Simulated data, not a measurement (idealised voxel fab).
process module | voxel plated lines
cross-section cut | 260 nm wide | cells 5 nm
A cross-section is a grid of square cells, given in bands from the top down. A band is one or more rows of cells.
Each band's line starts with the height of the band's top and of its bottom, in nm. Then come its materials from left to right, each with its width in nm. One material with "throughout" fills the band from edge to edge. "air" is empty space.
Height 0 is the level under which the wafer as received is all one material. The lowest band goes on downwards, as in "0 down".
A width such as "30 to 40" changes by the same amount from each row of cells to the next, from the band's top row to its bottom row.
"no change" after a step means that no cell of the cross-section changed.
closed voids: empty space of 8 cells or more with no open way to the top, each as width x height at its distance from the left edge, in nm
after a step's settings: what the simulator itself notes on the step
overlay nm, on a step with a mask: how far to the right of its planned place the mask lay; to the left if negative
plan
1 op RECEIVE | material Si
2 op CONFORMAL_DEP | material Al2O3 | thk nm 10
3 op DIRECTIONAL_DEP | material TiN | thk nm 5
4 op PATTERN | tone open | mask id LINES | material resist | width nm 20 | pitch nm 40 | thk nm 35 | overlay nm 0
5 op EPI | material Ru | thk nm 10
6 op EPI | material Ru | thk nm 5
7 op EPI | material Ru | thk nm 10
8 op STRIP | etch materials resist
9 op DIRECTIONAL_ETCH | etch materials TiN | depth nm 5
10 op CONFORMAL_DEP | material SiO2 | thk nm 10
first wafer, as planned
as received, after step 1
  0 down: Si throughout
  closed voids: none
after step 2
  10 to 0: Al2O3 throughout
  below 0: unchanged
after step 3
  15 to 10: TiN throughout
  below 10: unchanged
after step 4
  50 to 15: resist 60 | air 20 | resist 20 | air 20 | resist 20 | air 20 | resist 20 | air 20 | resist 60
  below 15: unchanged
after step 5
  50 to 25: resist 60 | air 20 | resist 20 | air 20 | resist 20 | air 20 | resist 20 | air 20 | resist 60
  25 to 15: resist 60 | Ru 20 | resist 20 | Ru 20 | resist 20 | Ru 20 | resist 20 | Ru 20 | resist 60
  below 15: unchanged
after step 6
  50 to 30: resist 60 | air 20 | resist 20 | air 20 | resist 20 | air 20 | resist 20 | air 20 | resist 60
  30 to 15: resist 60 | Ru 20 | resist 20 | Ru 20 | resist 20 | Ru 20 | resist 20 | Ru 20 | resist 60
  below 15: unchanged
after step 7
  50 to 40: resist 60 | air 20 | resist 20 | air 20 | resist 20 | air 20 | resist 20 | air 20 | resist 60
  40 to 15: resist 60 | Ru 20 | resist 20 | Ru 20 | resist 20 | Ru 20 | resist 20 | Ru 20 | resist 60
  below 15: unchanged
after step 8
  40 to 15: air 60 | Ru 20 | air 20 | Ru 20 | air 20 | Ru 20 | air 20 | Ru 20 | air 60
  below 15: unchanged
after step 9
  40 to 15: air 60 | Ru 20 | air 20 | Ru 20 | air 20 | Ru 20 | air 20 | Ru 20 | air 60
  15 to 10: air 60 | TiN 20 | air 20 | TiN 20 | air 20 | TiN 20 | air 20 | TiN 20 | air 60
  below 10: unchanged
after step 10
  50 to 40: air 50 | SiO2 160 | air 50
  40 to 20: air 50 | SiO2 10 | Ru 20 | SiO2 20 | Ru 20 | SiO2 20 | Ru 20 | SiO2 20 | Ru 20 | SiO2 10 | air 50
  20 to 15: SiO2 60 | Ru 20 | SiO2 20 | Ru 20 | SiO2 20 | Ru 20 | SiO2 20 | Ru 20 | SiO2 60
  15 to 10: SiO2 60 | TiN 20 | SiO2 20 | TiN 20 | SiO2 20 | TiN 20 | SiO2 20 | TiN 20 | SiO2 60
  below 10: unchanged
second wafer: like start, like plan, one mistake. Through step 1 it matches the first wafer
when step 2 should have ended: no change
when step 3 should have ended
  5 to 0: TiN throughout
  below 0: unchanged
when step 4 should have ended
  40 to 5: resist 60 | air 20 | resist 20 | air 20 | resist 20 | air 20 | resist 20 | air 20 | resist 60
  below 5: unchanged
when step 5 should have ended
  40 to 15: resist 60 | air 20 | resist 20 | air 20 | resist 20 | air 20 | resist 20 | air 20 | resist 60
  15 to 5: resist 60 | Ru 20 | resist 20 | Ru 20 | resist 20 | Ru 20 | resist 20 | Ru 20 | resist 60
  below 5: unchanged
when step 6 should have ended
  40 to 20: resist 60 | air 20 | resist 20 | air 20 | resist 20 | air 20 | resist 20 | air 20 | resist 60
  20 to 5: resist 60 | Ru 20 | resist 20 | Ru 20 | resist 20 | Ru 20 | resist 20 | Ru 20 | resist 60
  below 5: unchanged
when step 7 should have ended
  40 to 30: resist 60 | air 20 | resist 20 | air 20 | resist 20 | air 20 | resist 20 | air 20 | resist 60
  30 to 5: resist 60 | Ru 20 | resist 20 | Ru 20 | resist 20 | Ru 20 | resist 20 | Ru 20 | resist 60
  below 5: unchanged
when step 8 should have ended
  30 to 5: air 60 | Ru 20 | air 20 | Ru 20 | air 20 | Ru 20 | air 20 | Ru 20 | air 60
  below 5: unchanged
when step 9 should have ended
  30 to 5: air 60 | Ru 20 | air 20 | Ru 20 | air 20 | Ru 20 | air 20 | Ru 20 | air 60
  5 to 0: air 60 | TiN 20 | air 20 | TiN 20 | air 20 | TiN 20 | air 20 | TiN 20 | air 60
  below 0: unchanged
when step 10 should have ended
  40 to 30: air 50 | SiO2 160 | air 50
  30 to 10: air 50 | SiO2 10 | Ru 20 | SiO2 20 | Ru 20 | SiO2 20 | Ru 20 | SiO2 20 | Ru 20 | SiO2 10 | air 50
  10 to 5: SiO2 60 | Ru 20 | SiO2 20 | Ru 20 | SiO2 20 | Ru 20 | SiO2 20 | Ru 20 | SiO2 60
  5 to 0: SiO2 60 | TiN 20 | SiO2 20 | TiN 20 | SiO2 20 | TiN 20 | SiO2 20 | TiN 20 | SiO2 60
  below 0: unchanged
what went wrong: step 2 was left out
at the end the second wafer has, in cells: 104 fewer of Al2O3
